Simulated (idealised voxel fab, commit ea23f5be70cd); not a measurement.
Process module, titled voxel gate over fins
Shown is cross-section cut, with a width of 265 nm and square cells of size 5 nm.
When this document writes out a cross-section, it uses a grid of square cells and lists it as bands, beginning at the top and moving down, with a band standing for one or more rows of cells. Quick guide to a band line: top height, bottom height (nm) up front; then every material left to right with its width in nm. Only one material and it's marked "full width"? Then it fills the band edge to edge. And "empty" just means empty space. Heights are expressed relative to 0, this being the level below which the as-received wafer comprises one material exclusively. The lowest band is unbounded in the downward direction and is denoted as in "0 -> down". The width entry "30->40" should be interpreted row by row: the top row of cells in the band takes the first number, the bottom row takes the second number, and the change between adjacent rows is uniform throughout. "nothing altered" after a step means that no cell of the cross-section changed. What "Closed internal voids" gives you is every empty space of 8 cells or more that is cut off from the top. Each appears as width x height at distance, with the distance taken from the left edge and width, height and distance all in nm. Whatever follows a step's settings on its line is a remark the simulator itself makes about that step. The setting "overlay nm" may be written on the line of a step. When the step uses a mask, the value reports how far to the right of the planned place the mask lay, and a negative value reports that it lay to the left.
-- Steps planned for the process
1,RECEIVE,material Si
2,CONFORMAL_DEP,material SiN,thk nm 10
3,MASKED_ETCH,tone cover,mask id FINS,width nm 15,pitch nm 60,etch materials SiN,depth nm 10,overlay nm 0
4,MASKED_ETCH,tone cover,mask id FINS,width nm 15,pitch nm 60,etch materials Si,depth nm 40,overlay nm 0
5,OXIDIZE,depth nm 5
6,FILL_DEP,material SiO2,thk nm 5
7,CMP,height nm 10
8,MASKED_ETCH,tone open,mask id RAIL,width nm 15,etch materials SiO2,depth nm 45,overlay nm 0
9,CONFORMAL_DEP,material TiN,thk nm 5
10,FILL_DEP,material Ru,thk nm 10
11,CMP,height nm 10
12,SELECTIVE_ETCH,etch materials W Ru TiN,depth nm 30
13,FILL_DEP,material SiO2,thk nm 5
14,CMP,height nm 10
15,SELECTIVE_ETCH,etch materials SiO2,depth nm 20
16,STRIP,etch materials SiN
17,CONFORMAL_DEP,material HfO2,thk nm 5
18,CONFORMAL_DEP,material TiN,thk nm 5
19,CONFORMAL_DEP,material TiAl,thk nm 5
20,CONFORMAL_DEP,material TiN,thk nm 5
21,FILL_DEP,material W,thk nm 10
22,CMP,height nm 25
23,CONFORMAL_DEP,material SiCN,thk nm 10
-- Step 1 complete: cross-section of the wafer as received
* 0 -> down: Si full width
* Closed internal voids: none
-- Final wafer profile in cross-section after the module, from the same start and plan as above, with one mistake made during processing
* 35 -> 25: SiCN full width
* 25 -> 20: W full width
* 20 -> 15: 20 W, 45 TiN, 15 W, 45 TiN, 15 W, 45 TiN, 15 W, 45 TiN, 20 W
* 15 -> 10: 20 W, 5 TiN, 35 TiAl, 5 TiN, 15 W, 5 TiN, 35 TiAl, 5 TiN, 15 W, 5 TiN, 35 TiAl, 5 TiN, 15 W, 5 TiN, 35 TiAl, 5 TiN, 20 W
* 10 -> 5: 25 TiN, 5 TiAl, 25 TiN, 5 TiAl, 25 TiN, 5 TiAl, 25 TiN, 5 TiAl, 25 TiN, 5 TiAl, 25 TiN, 5 TiAl, 25 TiN, 5 TiAl, 25 TiN, 5 TiAl, 25 TiN
* 5 -> 0: 30 TiAl, 5 TiN, 15 HfO2, 5 TiN, 35 TiAl, 5 TiN, 15 HfO2, 5 TiN, 35 TiAl, 5 TiN, 15 HfO2, 5 TiN, 35 TiAl, 5 TiN, 15 HfO2, 5 TiN, 30 TiAl
* 0 -> -5: 35 TiN, 5 HfO2, 5 Si, 5 HfO2, 45 TiN, 5 HfO2, 5 Si, 5 HfO2, 45 TiN, 5 HfO2, 5 Si, 5 HfO2, 45 TiN, 5 HfO2, 5 Si, 5 HfO2, 35 TiN
* -5 -> -10: 40 HfO2, 5 Si, 55 HfO2, 5 Si, 55 HfO2, 5 Si, 55 HfO2, 5 Si, 40 HfO2
* -10 -> -20: 40 SiO2, 5 Si, 55 SiO2, 5 Si, 55 SiO2, 5 Si, 55 SiO2, 5 Si, 40 SiO2
* -20 -> -30: 40 SiO2, 5 Si, 30 SiO2, 5 TiN, 5 Ru, 5 TiN, 10 SiO2, 5 Si, 55 SiO2, 5 Si, 55 SiO2, 5 Si, 40 SiO2
* -30 -> -35: 40 SiO2, 5 Si, 30 SiO2, 15 TiN, 10 SiO2, 5 Si, 55 SiO2, 5 Si, 55 SiO2, 5 Si, 40 SiO2
* -35 -> -45: 40 SiO2, 5 Si, 55 SiO2, 5 Si, 55 SiO2, 5 Si, 55 SiO2, 5 Si, 40 SiO2
* -45 -> down: Si full width
* Closed internal voids: none
Want to know what went wrong? for step 8, the planned setting was not used; the step was instead run as MASKED_ETCH,tone open,mask id RAIL,width nm 15,etch materials SiO2,depth nm 45,overlay nm 10
